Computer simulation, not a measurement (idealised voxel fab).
Documented hereafter: the process module known as voxel double patterning.
Square cells of 5 nm make up the cross-section cut, whose width is 295 nm.
We lay out every cross-section as a grid of square cells and spell it out in bands from the top down, where one band means one or more rows of cells.
Each band's line starts with the height of the band's top and of its bottom, in nm. Then come its materials from left to right, each with its width in nm. One material with "edge to edge" fills the band from edge to edge. "air" is empty space.
Height datum 0, below which the as-received substrate wafer is one material. Lowest band open at the bottom, running downward: "from 0 down".
Width: "30..40" (first number = top row, second number = bottom row, same change from row to row of cells).
You'll sometimes find "everything unchanged" written for a step, and that's the way of saying that nowhere in the cross-section did a cell change during that step.
"Closed void catalog" - sealed voids, min. 8 cells, no opening to top; format: width x height at distance (distance from left edge; nm throughout).
Post-settings text on a step line: simulator's own remark regarding the step.
overlay nm: right-of-plan distance of the mask on a masked step; negative values mean left-of-plan.
Pairs, read this way: before one process step on the one hand, after it on the other, the after cross-section ending at the lowest band that changed; the step between, settings included, beneath. Same starting wafer throughout, but possibly different runs of this module, so no pair continues from the pair above unless its entry headed "Ex-ante state" says so.

EX-ANTE STATE
  from 0 down | Si edge to edge
  Closed void catalog: none

SECTIONAL VIEW, POST-PROCESS
  from 10 to 0 | SiN edge to edge
  below 0: unchanged
  Closed void catalog: none
Process step bridging the above cross-sections: CONFORMAL_DEP [material SiN] [thk nm 10]

Ex-ante state: the wafer arrives at this step looking as the after cross-section in the pair just above shows it.

SECTIONAL VIEW, POST-PROCESS
  from 30 to 10 | SiO2 edge to edge
  below 10: unchanged
  Closed void catalog: none
Process step bridging the above cross-sections: DIRECTIONAL_DEP [material SiO2] [thk nm 20]

Ex-ante state: the wafer arrives at this step looking as the after cross-section in the pair just above shows it.

SECTIONAL VIEW, POST-PROCESS
  from 40 to 30 | SiCN edge to edge
  below 30: unchanged
  Closed void catalog: none
Process step bridging the above cross-sections: DIRECTIONAL_DEP [material SiCN] [thk nm 10]

Ex-ante state: the wafer arrives at this step looking as the after cross-section in the pair just above shows it.

SECTIONAL VIEW, POST-PROCESS
  from 55 to 40 | resist=115 / air=15 / resist=35 / air=15 / resist=115
  below 40: unchanged
  Closed void catalog: none
Process step bridging the above cross-sections: PATTERN [tone open] [mask id FIRST] [material resist] [width nm 15] [pitch nm 50] [thk nm 15] [overlay nm 0]

Ex-ante state: the wafer arrives at this step looking as the after cross-section in the pair just above shows it.

SECTIONAL VIEW, POST-PROCESS
  from 55 to 40 | resist=115 / air=15 / resist=35 / air=15 / resist=115
  from 40 to 30 | SiCN=115 / air=15 / SiCN=35 / air=15 / SiCN=115
  below 30: unchanged
  Closed void catalog: none
Process step bridging the above cross-sections: DIRECTIONAL_ETCH [etch materials SiCN] [depth nm 10]

Ex-ante state: the wafer arrives at this step looking as the after cross-section in the pair just above shows it.

SECTIONAL VIEW, POST-PROCESS
  from 40 to 30 | SiCN=115 / air=15 / SiCN=35 / air=15 / SiCN=115
  below 30: unchanged
  Closed void catalog: none
Process step bridging the above cross-sections: STRIP [etch materials resist]

Ex-ante state: the wafer arrives at this step looking as the after cross-section in the pair just above shows it.

SECTIONAL VIEW, POST-PROCESS
  from 55 to 45 | aC=115 / air=15 / aC=35 / air=15 / aC=115
  from 45 to 40 | aC edge to edge
  from 40 to 30 | SiCN=115 / aC=15 / SiCN=35 / aC=15 / SiCN=115
  below 30: unchanged
  Closed void catalog: none
Process step bridging the above cross-sections: DIRECTIONAL_DEP [material aC] [thk nm 15]

Ex-ante state: the wafer arrives at this step looking as the after cross-section in the pair just above shows it.

SECTIONAL VIEW, POST-PROCESS
  from 90 to 55 | resist=140 / air=15 / resist=140
  from 55 to 45 | aC=115 / resist=15 / aC=35 / resist=15 / aC=115
  below 45: unchanged
  Closed void catalog: none
Process step bridging the above cross-sections: PATTERN [tone open] [mask id SECOND] [material resist] [width nm 15] [thk nm 35] [overlay nm 0]

Ex-ante state: the wafer arrives at this step looking as the after cross-section in the pair just above shows it.

SECTIONAL VIEW, POST-PROCESS
  from 75 to 55 | resist=140 / air=15 / resist=140
  from 55 to 45 | aC=115 / resist=15 / aC=10 / air=15 / aC=10 / resist=15 / aC=115
  from 45 to 40 | aC=140 / air=15 / aC=140
  below 40: unchanged
  Closed void catalog: none
Process step bridging the above cross-sections: DIRECTIONAL_ETCH [etch materials aC] [depth nm 15]

Ex-ante state: the wafer arrives at this step looking as the after cross-section in the pair just above shows it.

SECTIONAL VIEW, POST-PROCESS
  from 55 to 45 | aC=115 / air=15 / aC=10 / air=15 / aC=10 / air=15 / aC=115
  below 45: unchanged
  Closed void catalog: none
Process step bridging the above cross-sections: STRIP [etch materials resist]

Ex-ante state: the wafer arrives at this step looking as the after cross-section in the pair just above shows it.

SECTIONAL VIEW, POST-PROCESS
  from 55 to 45 | aC=115 / air=15 / aC=10 / air=15 / aC=10 / air=15 / aC=115
  from 45 to 40 | aC=140 / air=15 / aC=140
  from 40 to 30 | SiCN=115 / aC=15 / SiCN=10 / air=15 / SiCN=10 / aC=15 / SiCN=115
  below 30: unchanged
  Closed void catalog: none
Process step bridging the above cross-sections: DIRECTIONAL_ETCH [etch materials SiCN] [depth nm 10]

Ex-ante state: the wafer arrives at this step looking as the after cross-section in the pair just above shows it.

SECTIONAL VIEW, POST-PROCESS
  from 40 to 30 | SiCN=115 / air=15 / SiCN=10 / air=15 / SiCN=10 / air=15 / SiCN=115
  below 30: unchanged
  Closed void catalog: none
Process step bridging the above cross-sections: STRIP [etch materials aC]

Ex-ante state: the wafer arrives at this step looking as the after cross-section in the pair just above shows it.

SECTIONAL VIEW, POST-PROCESS
  from 40 to 30 | SiCN=115 / air=15 / SiCN=10 / air=15 / SiCN=10 / air=15 / SiCN=115
  from 30 to 10 | SiO2=115 / air=15 / SiO2=10 / air=15 / SiO2=10 / air=15 / SiO2=115
  below 10: unchanged
  Closed void catalog: none
Process step bridging the above cross-sections: DIRECTIONAL_ETCH [etch materials SiO2] [depth nm 20]

Ex-ante state: the wafer arrives at this step looking as the after cross-section in the pair just above shows it.

SECTIONAL VIEW, POST-PROCESS
  from 30 to 10 | SiO2=115 / air=15 / SiO2=10 / air=15 / SiO2=10 / air=15 / SiO2=115
  below 10: unchanged
  Closed void catalog: none
Process step bridging the above cross-sections: STRIP [etch materials SiCN]

EX-ANTE STATE
  from 0 down | Si edge to edge
  Closed void catalog: none

SECTIONAL VIEW, POST-PROCESS
  from 20 to 0 | SiO2 edge to edge
  below 0: unchanged
  Closed void catalog: none
Process step bridging the above cross-sections: DIRECTIONAL_DEP [material SiO2] [thk nm 20]

Ex-ante state: the wafer arrives at this step looking as the after cross-section in the pair just above shows it.

SECTIONAL VIEW, POST-PROCESS
  from 30 to 20 | SiCN edge to edge
  below 20: unchanged
  Closed void catalog: none
Process step bridging the above cross-sections: DIRECTIONAL_DEP [material SiCN] [thk nm 10]

Ex-ante state: the wafer arrives at this step looking as the after cross-section in the pair just above shows it.

SECTIONAL VIEW, POST-PROCESS
  from 45 to 30 | resist=115 / air=15 / resist=35 / air=15 / resist=115
  below 30: unchanged
  Closed void catalog: none
Process step bridging the above cross-sections: PATTERN [tone open] [mask id FIRST] [material resist] [width nm 15] [pitch nm 50] [thk nm 15] [overlay nm 0]

Ex-ante state: the wafer arrives at this step looking as the after cross-section in the pair just above shows it.

SECTIONAL VIEW, POST-PROCESS
  from 45 to 30 | resist=115 / air=15 / resist=35 / air=15 / resist=115
  from 30 to 20 | SiCN=115 / air=15 / SiCN=35 / air=15 / SiCN=115
  below 20: unchanged
  Closed void catalog: none
Process step bridging the above cross-sections: DIRECTIONAL_ETCH [etch materials SiCN] [depth nm 10]

Ex-ante state: the wafer arrives at this step looking as the after cross-section in the pair just above shows it.

SECTIONAL VIEW, POST-PROCESS
  from 30 to 20 | SiCN=115 / air=15 / SiCN=35 / air=15 / SiCN=115
  below 20: unchanged
  Closed void catalog: none
Process step bridging the above cross-sections: STRIP [etch materials resist]

Ex-ante state: the wafer arrives at this step looking as the after cross-section in the pair just above shows it.

SECTIONAL VIEW, POST-PROCESS
  from 45 to 35 | aC=115 / air=15 / aC=35 / air=15 / aC=115
  from 35 to 30 | aC edge to edge
  from 30 to 20 | SiCN=115 / aC=15 / SiCN=35 / aC=15 / SiCN=115
  below 20: unchanged
  Closed void catalog: none
Process step bridging the above cross-sections: DIRECTIONAL_DEP [material aC] [thk nm 15]

Ex-ante state: the wafer arrives at this step looking as the after cross-section in the pair just above shows it.

SECTIONAL VIEW, POST-PROCESS
  from 80 to 45 | resist=140 / air=15 / resist=140
  from 45 to 35 | aC=115 / resist=15 / aC=35 / resist=15 / aC=115
  below 35: unchanged
  Closed void catalog: none
Process step bridging the above cross-sections: PATTERN [tone open] [mask id SECOND] [material resist] [width nm 15] [thk nm 35] [overlay nm 0]

Ex-ante state: the wafer arrives at this step looking as the after cross-section in the pair just above shows it.

SECTIONAL VIEW, POST-PROCESS
  from 65 to 45 | resist=140 / air=15 / resist=140
  from 45 to 35 | aC=115 / resist=15 / aC=10 / air=15 / aC=10 / resist=15 / aC=115
  from 35 to 30 | aC=140 / air=15 / aC=140
  below 30: unchanged
  Closed void catalog: none
Process step bridging the above cross-sections: DIRECTIONAL_ETCH [etch materials aC] [depth nm 15]

Ex-ante state: the wafer arrives at this step looking as the after cross-section in the pair just above shows it.

SECTIONAL VIEW, POST-PROCESS
  from 45 to 35 | aC=115 / air=15 / aC=10 / air=15 / aC=10 / air=15 / aC=115
  below 35: unchanged
  Closed void catalog: none
Process step bridging the above cross-sections: STRIP [etch materials resist]

Ex-ante state: the wafer arrives at this step looking as the after cross-section in the pair just above shows it.

SECTIONAL VIEW, POST-PROCESS
  from 45 to 35 | aC=115 / air=15 / aC=10 / air=15 / aC=10 / air=15 / aC=115
  from 35 to 30 | aC=140 / air=15 / aC=140
  from 30 to 20 | SiCN=115 / aC=15 / SiCN=10 / air=15 / SiCN=10 / aC=15 / SiCN=115
  below 20: unchanged
  Closed void catalog: none
Process step bridging the above cross-sections: DIRECTIONAL_ETCH [etch materials SiCN] [depth nm 10]

Ex-ante state: the wafer arrives at this step looking as the after cross-section in the pair just above shows it.

SECTIONAL VIEW, POST-PROCESS
  from 30 to 20 | SiCN=115 / air=15 / SiCN=10 / air=15 / SiCN=10 / air=15 / SiCN=115
  below 20: unchanged
  Closed void catalog: none
Process step bridging the above cross-sections: STRIP [etch materials aC]

Ex-ante state: the wafer arrives at this step looking as the after cross-section in the pair just above shows it.

SECTIONAL VIEW, POST-PROCESS
  from 30 to 20 | SiCN=115 / air=15 / SiCN=10 / air=15 / SiCN=10 / air=15 / SiCN=115
  from 20 to 0 | SiO2=115 / air=15 / SiO2=10 / air=15 / SiO2=10 / air=15 / SiO2=115
  below 0: unchanged
  Closed void catalog: none
Process step bridging the above cross-sections: DIRECTIONAL_ETCH [etch materials SiO2] [depth nm 20]

Ex-ante state: the wafer arrives at this step looking as the after cross-section in the pair just above shows it.

SECTIONAL VIEW, POST-PROCESS
  from 20 to 0 | SiO2=115 / air=15 / SiO2=10 / air=15 / SiO2=10 / air=15 / SiO2=115
  below 0: unchanged
  Closed void catalog: none
Process step bridging the above cross-sections: STRIP [etch materials SiCN]

EX-ANTE STATE
  from 30 to 10 | SiO2 edge to edge
  from 10 to 0 | SiN edge to edge
  from 0 down | Si edge to edge
  Closed void catalog: none

SECTIONAL VIEW, POST-PROCESS
  from 50 to 10 | SiO2 edge to edge
  below 10: unchanged
  Closed void catalog: none
Process step bridging the above cross-sections: DIRECTIONAL_DEP [material SiO2] [thk nm 20]

Ex-ante state: the wafer arrives at this step looking as the after cross-section in the pair just above shows it.

SECTIONAL VIEW, POST-PROCESS
  from 60 to 50 | SiCN edge to edge
  below 50: unchanged
  Closed void catalog: none
Process step bridging the above cross-sections: DIRECTIONAL_DEP [material SiCN] [thk nm 10]

Ex-ante state: the wafer arrives at this step looking as the after cross-section in the pair just above shows it.

SECTIONAL VIEW, POST-PROCESS
  from 75 to 60 | resist=115 / air=15 / resist=35 / air=15 / resist=115
  below 60: unchanged
  Closed void catalog: none
Process step bridging the above cross-sections: PATTERN [tone open] [mask id FIRST] [material resist] [width nm 15] [pitch nm 50] [thk nm 15] [overlay nm 0]

Ex-ante state: the wafer arrives at this step looking as the after cross-section in the pair just above shows it.

SECTIONAL VIEW, POST-PROCESS
  from 75 to 60 | resist=115 / air=15 / resist=35 / air=15 / resist=115
  from 60 to 50 | SiCN=115 / air=15 / SiCN=35 / air=15 / SiCN=115
  below 50: unchanged
  Closed void catalog: none
Process step bridging the above cross-sections: DIRECTIONAL_ETCH [etch materials SiCN] [depth nm 10]

Ex-ante state: the wafer arrives at this step looking as the after cross-section in the pair just above shows it.

SECTIONAL VIEW, POST-PROCESS
  from 60 to 50 | SiCN=115 / air=15 / SiCN=35 / air=15 / SiCN=115
  below 50: unchanged
  Closed void catalog: none
Process step bridging the above cross-sections: STRIP [etch materials resist]

Ex-ante state: the wafer arrives at this step looking as the after cross-section in the pair just above shows it.

SECTIONAL VIEW, POST-PROCESS
  from 75 to 65 | aC=115 / air=15 / aC=35 / air=15 / aC=115
  from 65 to 60 | aC edge to edge
  from 60 to 50 | SiCN=115 / aC=15 / SiCN=35 / aC=15 / SiCN=115
  below 50: unchanged
  Closed void catalog: none
Process step bridging the above cross-sections: DIRECTIONAL_DEP [material aC] [thk nm 15]

Ex-ante state: the wafer arrives at this step looking as the after cross-section in the pair just above shows it.

SECTIONAL VIEW, POST-PROCESS
  from 110 to 75 | resist=140 / air=15 / resist=140
  from 75 to 65 | aC=115 / resist=15 / aC=35 / resist=15 / aC=115
  below 65: unchanged
  Closed void catalog: none
Process step bridging the above cross-sections: PATTERN [tone open] [mask id SECOND] [material resist] [width nm 15] [thk nm 35] [overlay nm 0]

Ex-ante state: the wafer arrives at this step looking as the after cross-section in the pair just above shows it.

SECTIONAL VIEW, POST-PROCESS
  from 95 to 75 | resist=140 / air=15 / resist=140
  from 75 to 65 | aC=115 / resist=15 / aC=10 / air=15 / aC=10 / resist=15 / aC=115
  from 65 to 60 | aC=140 / air=15 / aC=140
  below 60: unchanged
  Closed void catalog: none
Process step bridging the above cross-sections: DIRECTIONAL_ETCH [etch materials aC] [depth nm 15]

Ex-ante state: the wafer arrives at this step looking as the after cross-section in the pair just above shows it.

SECTIONAL VIEW, POST-PROCESS
  from 75 to 65 | aC=115 / air=15 / aC=10 / air=15 / aC=10 / air=15 / aC=115
  below 65: unchanged
  Closed void catalog: none
Process step bridging the above cross-sections: STRIP [etch materials resist]

Ex-ante state: the wafer arrives at this step looking as the after cross-section in the pair just above shows it.

SECTIONAL VIEW, POST-PROCESS
  from 75 to 65 | aC=115 / air=15 / aC=10 / air=15 / aC=10 / air=15 / aC=115
  from 65 to 60 | aC=140 / air=15 / aC=140
  from 60 to 50 | SiCN=115 / aC=15 / SiCN=10 / air=15 / SiCN=10 / aC=15 / SiCN=115
  below 50: unchanged
  Closed void catalog: none
Process step bridging the above cross-sections: DIRECTIONAL_ETCH [etch materials SiCN] [depth nm 10]

Ex-ante state: the wafer arrives at this step looking as the after cross-section in the pair just above shows it.

SECTIONAL VIEW, POST-PROCESS
  from 60 to 50 | SiCN=115 / air=15 / SiCN=10 / air=15 / SiCN=10 / air=15 / SiCN=115
  below 50: unchanged
  Closed void catalog: none
Process step bridging the above cross-sections: STRIP [etch materials aC]

Ex-ante state: the wafer arrives at this step looking as the after cross-section in the pair just above shows it.

SECTIONAL VIEW, POST-PROCESS
  from 60 to 50 | SiCN=115 / air=15 / SiCN=10 / air=15 / SiCN=10 / air=15 / SiCN=115
  from 50 to 30 | SiO2=115 / air=15 / SiO2=10 / air=15 / SiO2=10 / air=15 / SiO2=115
  below 30: unchanged
  Closed void catalog: none
Process step bridging the above cross-sections: DIRECTIONAL_ETCH [etch materials SiO2] [depth nm 20]

Ex-ante state: the wafer arrives at this step looking as the after cross-section in the pair just above shows it.

SECTIONAL VIEW, POST-PROCESS
  from 50 to 30 | SiO2=115 / air=15 / SiO2=10 / air=15 / SiO2=10 / air=15 / SiO2=115
  below 30: unchanged
  Closed void catalog: none
Process step bridging the above cross-sections: STRIP [etch materials SiCN]

EX-ANTE STATE
  from 20 to 0 | SiO2 edge to edge
  from 0 down | Si edge to edge
  Closed void catalog: none

SECTIONAL VIEW, POST-PROCESS
  from 30 to 20 | SiN edge to edge
  below 20: unchanged
  Closed void catalog: none
Process step bridging the above cross-sections: CONFORMAL_DEP [material SiN] [thk nm 10]

Ex-ante state: the wafer arrives at this step looking as the after cross-section in the pair just above shows it.

SECTIONAL VIEW, POST-PROCESS
  from 40 to 30 | SiCN edge to edge
  below 30: unchanged
  Closed void catalog: none
Process step bridging the above cross-sections: DIRECTIONAL_DEP [material SiCN] [thk nm 10]

Ex-ante state: the wafer arrives at this step looking as the after cross-section in the pair just above shows it.

SECTIONAL VIEW, POST-PROCESS
  from 55 to 40 | resist=115 / air=15 / resist=35 / air=15 / resist=115
  below 40: unchanged
  Closed void catalog: none
Process step bridging the above cross-sections: PATTERN [tone open] [mask id FIRST] [material resist] [width nm 15] [pitch nm 50] [thk nm 15] [overlay nm 0]

Ex-ante state: the wafer arrives at this step looking as the after cross-section in the pair just above shows it.

SECTIONAL VIEW, POST-PROCESS
  from 55 to 40 | resist=115 / air=15 / resist=35 / air=15 / resist=115
  from 40 to 30 | SiCN=115 / air=15 / SiCN=35 / air=15 / SiCN=115
  below 30: unchanged
  Closed void catalog: none
Process step bridging the above cross-sections: DIRECTIONAL_ETCH [etch materials SiCN] [depth nm 10]

Ex-ante state: the wafer arrives at this step looking as the after cross-section in the pair just above shows it.

SECTIONAL VIEW, POST-PROCESS
  from 40 to 30 | SiCN=115 / air=15 / SiCN=35 / air=15 / SiCN=115
  below 30: unchanged
  Closed void catalog: none
Process step bridging the above cross-sections: STRIP [etch materials resist]

Ex-ante state: the wafer arrives at this step looking as the after cross-section in the pair just above shows it.

SECTIONAL VIEW, POST-PROCESS
  from 55 to 45 | aC=115 / air=15 / aC=35 / air=15 / aC=115
  from 45 to 40 | aC edge to edge
  from 40 to 30 | SiCN=115 / aC=15 / SiCN=35 / aC=15 / SiCN=115
  below 30: unchanged
  Closed void catalog: none
Process step bridging the above cross-sections: DIRECTIONAL_DEP [material aC] [thk nm 15]

Ex-ante state: the wafer arrives at this step looking as the after cross-section in the pair just above shows it.

SECTIONAL VIEW, POST-PROCESS
  from 90 to 55 | resist=140 / air=15 / resist=140
  from 55 to 45 | aC=115 / resist=15 / aC=35 / resist=15 / aC=115
  below 45: unchanged
  Closed void catalog: none
Process step bridging the above cross-sections: PATTERN [tone open] [mask id SECOND] [material resist] [width nm 15] [thk nm 35] [overlay nm 0]

Ex-ante state: the wafer arrives at this step looking as the after cross-section in the pair just above shows it.

SECTIONAL VIEW, POST-PROCESS
  from 75 to 55 | resist=140 / air=15 / resist=140
  from 55 to 45 | aC=115 / resist=15 / aC=10 / air=15 / aC=10 / resist=15 / aC=115
  from 45 to 40 | aC=140 / air=15 / aC=140
  below 40: unchanged
  Closed void catalog: none
Process step bridging the above cross-sections: DIRECTIONAL_ETCH [etch materials aC] [depth nm 15]

Ex-ante state: the wafer arrives at this step looking as the after cross-section in the pair just above shows it.

SECTIONAL VIEW, POST-PROCESS
  from 55 to 45 | aC=115 / air=15 / aC=10 / air=15 / aC=10 / air=15 / aC=115
  below 45: unchanged
  Closed void catalog: none
Process step bridging the above cross-sections: STRIP [etch materials resist]

Ex-ante state: the wafer arrives at this step looking as the after cross-section in the pair just above shows it.

SECTIONAL VIEW, POST-PROCESS
  from 55 to 45 | aC=115 / air=15 / aC=10 / air=15 / aC=10 / air=15 / aC=115
  from 45 to 40 | aC=140 / air=15 / aC=140
  from 40 to 30 | SiCN=115 / aC=15 / SiCN=10 / air=15 / SiCN=10 / aC=15 / SiCN=115
  below 30: unchanged
  Closed void catalog: none
Process step bridging the above cross-sections: DIRECTIONAL_ETCH [etch materials SiCN] [depth nm 10]

Ex-ante state: the wafer arrives at this step looking as the after cross-section in the pair just above shows it.

SECTIONAL VIEW, POST-PROCESS
  from 40 to 30 | SiCN=115 / air=15 / SiCN=10 / air=15 / SiCN=10 / air=15 / SiCN=115
  below 30: unchanged
  Closed void catalog: none
Process step bridging the above cross-sections: STRIP [etch materials aC]

Ex-ante state: the wafer arrives at this step looking as the after cross-section in the pair just above shows it.

SECTIONAL VIEW, POST-PROCESS
  from 30 to 20 | SiN edge to edge
  below 20: unchanged
  Closed void catalog: none
Process step bridging the above cross-sections: STRIP [etch materials SiCN]

EX-ANTE STATE
  from 10 to 0 | SiN edge to edge
  from 0 down | Si edge to edge
  Closed void catalog: none

SECTIONAL VIEW, POST-PROCESS
  from 20 to 10 | SiO2 edge to edge
  below 10: unchanged
  Closed void catalog: none
Process step bridging the above cross-sections: DIRECTIONAL_DEP [material SiO2] [thk nm 10]

Ex-ante state: the wafer arrives at this step looking as the after cross-section in the pair just above shows it.

SECTIONAL VIEW, POST-PROCESS
  from 30 to 20 | SiCN edge to edge
  below 20: unchanged
  Closed void catalog: none
Process step bridging the above cross-sections: DIRECTIONAL_DEP [material SiCN] [thk nm 10]

Ex-ante state: the wafer arrives at this step looking as the after cross-section in the pair just above shows it.

SECTIONAL VIEW, POST-PROCESS
  from 45 to 30 | resist=115 / air=15 / resist=35 / air=15 / resist=115
  below 30: unchanged
  Closed void catalog: none
Process step bridging the above cross-sections: PATTERN [tone open] [mask id FIRST] [material resist] [width nm 15] [pitch nm 50] [thk nm 15] [overlay nm 0]

Ex-ante state: the wafer arrives at this step looking as the after cross-section in the pair just above shows it.

SECTIONAL VIEW, POST-PROCESS
  from 45 to 30 | resist=115 / air=15 / resist=35 / air=15 / resist=115
  from 30 to 20 | SiCN=115 / air=15 / SiCN=35 / air=15 / SiCN=115
  below 20: unchanged
  Closed void catalog: none
Process step bridging the above cross-sections: DIRECTIONAL_ETCH [etch materials SiCN] [depth nm 10]

Ex-ante state: the wafer arrives at this step looking as the after cross-section in the pair just above shows it.

SECTIONAL VIEW, POST-PROCESS
  from 30 to 20 | SiCN=115 / air=15 / SiCN=35 / air=15 / SiCN=115
  below 20: unchanged
  Closed void catalog: none
Process step bridging the above cross-sections: STRIP [etch materials resist]

Ex-ante state: the wafer arrives at this step looking as the after cross-section in the pair just above shows it.

SECTIONAL VIEW, POST-PROCESS
  from 45 to 35 | aC=115 / air=15 / aC=35 / air=15 / aC=115
  from 35 to 30 | aC edge to edge
  from 30 to 20 | SiCN=115 / aC=15 / SiCN=35 / aC=15 / SiCN=115
  below 20: unchanged
  Closed void catalog: none
Process step bridging the above cross-sections: DIRECTIONAL_DEP [material aC] [thk nm 15]

Ex-ante state: the wafer arrives at this step looking as the after cross-section in the pair just above shows it.

SECTIONAL VIEW, POST-PROCESS
  from 80 to 45 | resist=140 / air=15 / resist=140
  from 45 to 35 | aC=115 / resist=15 / aC=35 / resist=15 / aC=115
  below 35: unchanged
  Closed void catalog: none
Process step bridging the above cross-sections: PATTERN [tone open] [mask id SECOND] [material resist] [width nm 15] [thk nm 35] [overlay nm 0]

Ex-ante state: the wafer arrives at this step looking as the after cross-section in the pair just above shows it.

SECTIONAL VIEW, POST-PROCESS
  from 65 to 45 | resist=140 / air=15 / resist=140
  from 45 to 35 | aC=115 / resist=15 / aC=10 / air=15 / aC=10 / resist=15 / aC=115
  from 35 to 30 | aC=140 / air=15 / aC=140
  below 30: unchanged
  Closed void catalog: none
Process step bridging the above cross-sections: DIRECTIONAL_ETCH [etch materials aC] [depth nm 15]

Ex-ante state: the wafer arrives at this step looking as the after cross-section in the pair just above shows it.

SECTIONAL VIEW, POST-PROCESS
  from 45 to 35 | aC=115 / air=15 / aC=10 / air=15 / aC=10 / air=15 / aC=115
  below 35: unchanged
  Closed void catalog: none
Process step bridging the above cross-sections: STRIP [etch materials resist]

Ex-ante state: the wafer arrives at this step looking as the after cross-section in the pair just above shows it.

SECTIONAL VIEW, POST-PROCESS
  from 45 to 35 | aC=115 / air=15 / aC=10 / air=15 / aC=10 / air=15 / aC=115
  from 35 to 30 | aC=140 / air=15 / aC=140
  from 30 to 20 | SiCN=115 / aC=15 / SiCN=10 / air=15 / SiCN=10 / aC=15 / SiCN=115
  below 20: unchanged
  Closed void catalog: none
Process step bridging the above cross-sections: DIRECTIONAL_ETCH [etch materials SiCN] [depth nm 10]

Ex-ante state: the wafer arrives at this step looking as the after cross-section in the pair just above shows it.

SECTIONAL VIEW, POST-PROCESS
  from 30 to 20 | SiCN=115 / air=15 / SiCN=10 / air=15 / SiCN=10 / air=15 / SiCN=115
  below 20: unchanged
  Closed void catalog: none
Process step bridging the above cross-sections: STRIP [etch materials aC]

Ex-ante state: the wafer arrives at this step looking as the after cross-section in the pair just above shows it.

SECTIONAL VIEW, POST-PROCESS
  from 30 to 20 | SiCN=115 / air=15 / SiCN=10 / air=15 / SiCN=10 / air=15 / SiCN=115
  from 20 to 10 | SiO2=115 / air=15 / SiO2=10 / air=15 / SiO2=10 / air=15 / SiO2=115
  below 10: unchanged
  Closed void catalog: none
Process step bridging the above cross-sections: DIRECTIONAL_ETCH [etch materials SiO2] [depth nm 20]

Ex-ante state: the wafer arrives at this step looking as the after cross-section in the pair just above shows it.

SECTIONAL VIEW, POST-PROCESS
  from 20 to 10 | SiO2=115 / air=15 / SiO2=10 / air=15 / SiO2=10 / air=15 / SiO2=115
  below 10: unchanged
  Closed void catalog: none
Process step bridging the above cross-sections: STRIP [etch materials SiCN]

EX-ANTE STATE
  from 55 to 45 | aC=115 / air=15 / aC=35 / air=15 / aC=115
  from 45 to 40 | aC edge to edge
  from 40 to 30 | SiCN=115 / aC=15 / SiCN=35 / aC=15 / SiCN=115
  from 30 to 10 | SiO2 edge to edge
  from 10 to 0 | SiN edge to edge
  from 0 down | Si edge to edge
  Closed void catalog: none

SECTIONAL VIEW, POST-PROCESS
  from 90 to 55 | resist=140 / air=20 / resist=135
  from 55 to 45 | aC=115 / resist=15 / aC=35 / resist=15 / aC=115
  below 45: unchanged
  Closed void catalog: none
Process step bridging the above cross-sections: PATTERN [tone open] [mask id SECOND] [material resist] [width nm 20] [thk nm 35] [overlay nm 0]

Ex-ante state: the wafer arrives at this step looking as the after cross-section in the pair just above shows it.

SECTIONAL VIEW, POST-PROCESS
  from 75 to 55 | resist=140 / air=20 / resist=135
  from 55 to 45 | aC=115 / resist=15 / aC=10 / air=20 / aC=5 / resist=15 / aC=115
  from 45 to 40 | aC=140 / air=20 / aC=135
  below 40: unchanged
  Closed void catalog: none
Process step bridging the above cross-sections: DIRECTIONAL_ETCH [etch materials aC] [depth nm 15]

Ex-ante state: the wafer arrives at this step looking as the after cross-section in the pair just above shows it.

SECTIONAL VIEW, POST-PROCESS
  from 55 to 45 | aC=115 / air=15 / aC=10 / air=20 / aC=5 / air=15 / aC=115
  below 45: unchanged
  Closed void catalog: none
Process step bridging the above cross-sections: STRIP [etch materials resist]

Ex-ante state: the wafer arrives at this step looking as the after cross-section in the pair just above shows it.

SECTIONAL VIEW, POST-PROCESS
  from 55 to 45 | aC=115 / air=15 / aC=10 / air=20 / aC=5 / air=15 / aC=115
  from 45 to 40 | aC=140 / air=20 / aC=135
  from 40 to 30 | SiCN=115 / aC=15 / SiCN=10 / air=20 / SiCN=5 / aC=15 / SiCN=115
  below 30: unchanged
  Closed void catalog: none
Process step bridging the above cross-sections: DIRECTIONAL_ETCH [etch materials SiCN] [depth nm 10]

Ex-ante state: the wafer arrives at this step looking as the after cross-section in the pair just above shows it.

SECTIONAL VIEW, POST-PROCESS
  from 40 to 30 | SiCN=115 / air=15 / SiCN=10 / air=20 / SiCN=5 / air=15 / SiCN=115
  below 30: unchanged
  Closed void catalog: none
Process step bridging the above cross-sections: STRIP [etch materials aC]

Ex-ante state: the wafer arrives at this step looking as the after cross-section in the pair just above shows it.

SECTIONAL VIEW, POST-PROCESS
  from 40 to 30 | SiCN=115 / air=15 / SiCN=10 / air=20 / SiCN=5 / air=15 / SiCN=115
  from 30 to 10 | SiO2=115 / air=15 / SiO2=10 / air=20 / SiO2=5 / air=15 / SiO2=115
  below 10: unchanged
  Closed void catalog: none
Process step bridging the above cross-sections: DIRECTIONAL_ETCH [etch materials SiO2] [depth nm 20]

Ex-ante state: the wafer arrives at this step looking as the after cross-section in the pair just above shows it.

SECTIONAL VIEW, POST-PROCESS
  from 30 to 10 | SiO2=115 / air=15 / SiO2=10 / air=20 / SiO2=5 / air=15 / SiO2=115
  below 10: unchanged
  Closed void catalog: none
Process step bridging the above cross-sections: STRIP [etch materials SiCN]

EX-ANTE STATE
  from 40 to 30 | SiCN edge to edge
  from 30 to 10 | SiO2 edge to edge
  from 10 to 0 | SiN edge to edge
  from 0 down | Si edge to edge
  Closed void catalog: none

SECTIONAL VIEW, POST-PROCESS
  from 55 to 40 | resist=105 / air=15 / resist=35 / air=15 / resist=125
  below 40: unchanged
  Closed void catalog: none
Process step bridging the above cross-sections: PATTERN [tone open] [mask id FIRST] [material resist] [width nm 15] [pitch nm 50] [thk nm 15] [overlay nm -10]

Ex-ante state: the wafer arrives at this step looking as the after cross-section in the pair just above shows it.

SECTIONAL VIEW, POST-PROCESS
  from 55 to 40 | resist=105 / air=15 / resist=35 / air=15 / resist=125
  from 40 to 30 | SiCN=105 / air=15 / SiCN=35 / air=15 / SiCN=125
  below 30: unchanged
  Closed void catalog: none
Process step bridging the above cross-sections: DIRECTIONAL_ETCH [etch materials SiCN] [depth nm 10]

Ex-ante state: the wafer arrives at this step looking as the after cross-section in the pair just above shows it.

SECTIONAL VIEW, POST-PROCESS
  from 40 to 30 | SiCN=105 / air=15 / SiCN=35 / air=15 / SiCN=125
  below 30: unchanged
  Closed void catalog: none
Process step bridging the above cross-sections: STRIP [etch materials resist]

Ex-ante state: the wafer arrives at this step looking as the after cross-section in the pair just above shows it.

SECTIONAL VIEW, POST-PROCESS
  from 55 to 45 | aC=105 / air=15 / aC=35 / air=15 / aC=125
  from 45 to 40 | aC edge to edge
  from 40 to 30 | SiCN=105 / aC=15 / SiCN=35 / aC=15 / SiCN=125
  below 30: unchanged
  Closed void catalog: none
Process step bridging the above cross-sections: DIRECTIONAL_DEP [material aC] [thk nm 15]
